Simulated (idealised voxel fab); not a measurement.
The following process module bears the name voxel ribs on slabs.
Displayed cross-section: cut, width of 155 nm, square cells sized 5 nm.
Format of a cross-section: grid, square cells. Given as bands. Order: top down. Band: one or more rows of cells.
The entry gives the band's vertical extent as a top height and a bottom height in nm, then its horizontal make-up as materials from left to right, each with a width in nm. "air" stands for empty space; a single material marked "edge to edge" fills the band edge to edge.
Heights are reckoned from 0. Under this level, the received wafer is all of one material. The bottommost band is open-ended downward, for example "from 0 down".
With a width like "30->40", each row of cells in the band differs from the next by the same amount, the top row carrying the first number and the bottom row the second.
Step marked "no alteration"? Then no cell in the cross-section changed in it.
"Sealed void inventory": empty spaces of 8 cells or more with no open way to the top, each given as width x height at distance, distance from the left edge, all in nm.
On each step's line, the part that comes after the settings is the simulator's own comment on the step.
overlay nm: mask offset rightward from planned place, masked step; negative means leftward offset.
[Process steps foreseen in the plan]
1: RECEIVE: material Si
2: DIRECTIONAL_DEP: material SiO2, thk nm 25
3: DIRECTIONAL_DEP: material SiN, thk nm 20
4: PATTERN: tone cover, mask id RIB, material resist, width nm 15, thk nm 15, overlay nm -15
5: DIRECTIONAL_ETCH: etch materials SiN, depth nm 5
6: STRIP: etch materials resist
7: PATTERN: tone cover, mask id SLAB, material resist, width nm 65, thk nm 15, overlay nm 0
8: DIRECTIONAL_ETCH: etch materials SiN, depth nm 15
9: STRIP: etch materials resist
10: FILL_DEP: material SiO2, thk nm 25
11: CMP: height nm 60
12: DIRECTIONAL_DEP: material TiN, thk nm 10
13: MASKED_ETCH: tone cover, mask id HEATER, width nm 25, etch materials TiN, depth nm 10, overlay nm 0
14: CONFORMAL_DEP: material SiO2, thk nm 5
Where the wafers of this document differ is in the overlay nm of step 4; they start out the same, and the plan states the value that applied to the first wafer.
[As-received cross-section, first of several wafers, post step 1]
from 0 down  Si edge to edge
Sealed void inventory: none
[Quick look at the cross-section of the first of several wafers after step 14, which wraps up the module]
from 75 to 70  air: 60; SiO2: 35; air: 60
from 70 to 65  air: 60; SiO2: 5; TiN: 25; SiO2: 5; air: 60
from 65 to 60  SiO2: 65; TiN: 25; SiO2: 65
from 60 to 45  SiO2 edge to edge
from 45 to 40  SiO2: 55; SiN: 15; SiO2: 85
from 40 to 25  SiO2: 45; SiN: 65; SiO2: 45
from 25 to 0  SiO2 edge to edge
from 0 down  Si edge to edge
Sealed void inventory: none
[The last wafer as seen in cross-section at the end of the module]
from 75 to 70  air: 60; SiO2: 35; air: 60
from 70 to 65  air: 60; SiO2: 5; TiN: 25; SiO2: 5; air: 60
from 65 to 60  SiO2: 65; TiN: 25; SiO2: 65
from 60 to 45  SiO2 edge to edge
from 45 to 40  SiO2: 85; SiN: 15; SiO2: 55
from 40 to 25  SiO2: 45; SiN: 65; SiO2: 45
from 25 to 0  SiO2 edge to edge
from 0 down  Si edge to edge
Sealed void inventory: none
[Rows = wafers. At module end, each row lists per material the cells gained (+) or lost (-) since the wafer was received, then the closed voids]
overlay nm -15 | +42 SiN | +365 SiO2 | +10 TiN | Sealed void inventory: none
overlay nm -10 | +42 SiN | +365 SiO2 | +10 TiN | Sealed void inventory: none
overlay nm -5 | +42 SiN | +365 SiO2 | +10 TiN | Sealed void inventory: none
overlay nm 0 | +42 SiN | +365 SiO2 | +10 TiN | Sealed void inventory: none
overlay nm 5 | +42 SiN | +365 SiO2 | +10 TiN | Sealed void inventory: none
overlay nm 10 | +42 SiN | +365 SiO2 | +10 TiN | Sealed void inventory: none
overlay nm 15 | +42 SiN | +365 SiO2 | +10 TiN | Sealed void inventory: none
